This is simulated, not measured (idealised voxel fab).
This is a process module. Its name is voxel ribs on slabs.
We display cut, a cross-section 155 nm in width whose square cells are each 5 nm.
Cross-section layout: square cells on a grid; listed as bands, top to bottom; a band spans one or more cell rows.
A band entry consists of two parts. The first gives the height of the band's top and the height of its bottom, in nm. The rest lists the band's materials from left to right, each with its width in nm. A single material labelled with the word "edge to edge" fills the band from edge to edge, and the word "empty" marks empty space.
We count height from 0. Below that, the starting wafer is all one material. The lowest band never ends at the bottom but goes on down; see "0 and below" for how that is written.
The two numbers in a width such as "30..40" mark its ends across the band: the first belongs to the top row of cells, the second to the bottom row, and from each row to the next the width moves by the same amount.
For the purposes of this document, the phrase "remains unaltered" attached to a step denotes that no cell within the cross-section was modified by that step.
Reported under the label "Completely sealed voids" are the empty spaces having no open way to the top and comprising 8 cells or more; the notation for each is width x height at distance, in which the distance is measured from the left edge and all three values are in nm.
Note: text after step settings on the step line = simulator remark on that step.
What "overlay nm" on a step's line means: if the step has a mask, that mask lay this far to the right of its planned place, or, when the value is negative, to the left.
[Here's what the planned process steps look like]
1,RECEIVE (material Si)
2,DIRECTIONAL_DEP (material SiO2; thk nm 25)
3,DIRECTIONAL_DEP (material SiN; thk nm 15)
4,PATTERN (tone cover; mask id RIB; material resist; width nm 15; thk nm 15; overlay nm 0)
5,DIRECTIONAL_ETCH (etch materials SiN; depth nm 10)
6,STRIP (etch materials resist)
7,MASKED_ETCH (tone cover; mask id SLAB; width nm 65; etch materials SiN; depth nm 5; overlay nm 0)
8,FILL_DEP (material SiO2; thk nm 20)
9,CMP (height nm 55)
10,DIRECTIONAL_DEP (material W; thk nm 10)
11,MASKED_ETCH (tone cover; mask id HEATER; width nm 25; etch materials W; depth nm 10; overlay nm 0)
12,CONFORMAL_DEP (material SiO2; thk nm 10)
[Step 1 complete: cross-section of the wafer as received]
  0 and below = Si edge to edge
  Completely sealed voids: none
[Final wafer profile in cross-section after the module, from the same start and plan as above, with one mistake made during processing]
  65 down to 55 = 65 nm empty, 25 nm W, 65 nm empty
  55 down to 40 = SiO2 edge to edge
  40 down to 30 = 70 nm SiO2, 15 nm SiN, 70 nm SiO2
  30 down to 25 = 45 nm SiO2, 65 nm SiN, 45 nm SiO2
  25 down to 0 = SiO2 edge to edge
  0 and below = Si edge to edge
  Completely sealed voids: none
What went wrong in running the wafer? step 12 of the plan was omitted and not executed
